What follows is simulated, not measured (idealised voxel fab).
Process module heading - voxel gate over fins
Section shown: cut. Width: 145 nm. Cell size: 5 nm, square.
Reading order for cross-sections: top band down to bottom band. Underlying form: a grid of square cells. Band size: one or more rows of cells. Quick guide to a band line: top height, bottom height (nm) up front; then every material left to right with its width in nm. Only one material and it's marked "everywhere"? Then it fills the band edge to edge. And "empty" just means empty space. Zero point of the height axis is 0; under it, received wafer = one material. Lowest band: continues down indefinitely, "0 and below". The width entry "30 to 40" should be interpreted row by row: the top row of cells in the band takes the first number, the bottom row takes the second number, and the change between adjacent rows is uniform throughout. "left unchanged" after a step means that no cell of the cross-section changed. Enclosed voids (no open way to top), threshold 8 cells or more, entry "Enclosed void entries", notation width x height at distance, distance from left edge, nm. If you see something after the settings on a step's line, that's the simulator's own remark about that step. overlay nm: step with mask; distance mask lay right of planned place; negative value = left of planned place.

-- Intended process steps
1,RECEIVE with material Si
2,CONFORMAL_DEP with material SiN, thk nm 5
3,PATTERN with tone cover, mask id FINS, material resist, width nm 15, pitch nm 35, thk nm 20, overlay nm 0
4,DIRECTIONAL_ETCH with etch materials SiN, depth nm 5
5,DIRECTIONAL_ETCH with etch materials Si, depth nm 30
6,STRIP with etch materials resist
7,OXIDIZE with depth nm 5
8,FILL_DEP with material SiO2, thk nm 15
9,CMP with height nm 5
10,SELECTIVE_ETCH with etch materials SiO2, depth nm 15
11,STRIP with etch materials SiN
12,CONFORMAL_DEP with material HfO2, thk nm 5
13,CONFORMAL_DEP with material TiN, thk nm 5
14,FILL_DEP with material W, thk nm 15
15,CMP with height nm 20
16,CONFORMAL_DEP with material SiN, thk nm 5

-- Cross-section of the wafer upon arrival, representing the state reached after step 1
    0 and below | Si everywhere
    Enclosed void entries: none

-- The first of two wafers, cross-sectioned at the end of the module, with the run proceeding as planned
    25 down to 20 | SiN everywhere
    20 down to 10 | W everywhere
    10 down to 5 | W 25 / TiN 25 / W 10 / TiN 25 / W 10 / TiN 25 / W 25
    5 down to 0 | W 25 / TiN 5 / HfO2 15 / TiN 5 / W 10 / TiN 5 / HfO2 15 / TiN 5 / W 10 / TiN 5 / HfO2 15 / TiN 5 / W 25
    0 down to -5 | TiN 30 / HfO2 5 / Si 5 / HfO2 5 / TiN 20 / HfO2 5 / Si 5 / HfO2 5 / TiN 20 / HfO2 5 / Si 5 / HfO2 5 / TiN 30
    -5 down to -10 | HfO2 35 / Si 5 / HfO2 30 / Si 5 / HfO2 30 / Si 5 / HfO2 35
    -10 down to -35 | SiO2 35 / Si 5 / SiO2 30 / Si 5 / SiO2 30 / Si 5 / SiO2 35
    -35 and below | Si everywhere
    Enclosed void entries: none

-- Presented here is a cross-section of the second of the two wafers as it stood at the end of the module. It was started in the same manner and assigned the same plan as the first wafer; however, one mistake was made in its execution
    25 down to 20 | SiN everywhere
    20 down to 10 | W everywhere
    10 down to 5 | W 25 / HfO2 25 / W 10 / HfO2 25 / W 10 / HfO2 25 / W 25
    5 down to 0 | W 25 / HfO2 5 / TiN 15 / HfO2 5 / W 10 / HfO2 5 / TiN 15 / HfO2 5 / W 10 / HfO2 5 / TiN 15 / HfO2 5 / W 25
    0 down to -5 | HfO2 30 / TiN 5 / Si 5 / TiN 5 / HfO2 20 / TiN 5 / Si 5 / TiN 5 / HfO2 20 / TiN 5 / Si 5 / TiN 5 / HfO2 30
    -5 down to -10 | TiN 35 / Si 5 / TiN 30 / Si 5 / TiN 30 / Si 5 / TiN 35
    -10 down to -35 | SiO2 35 / Si 5 / SiO2 30 / Si 5 / SiO2 30 / Si 5 / SiO2 35
    -35 and below | Si everywhere
    Enclosed void entries: none
Processing error: deviation from plan: step 13 and step 12 executed in one another's positions
Upon completion, the cell count for each material on the second wafer equals that on the first, whereas the spatial distribution of those cells differs.
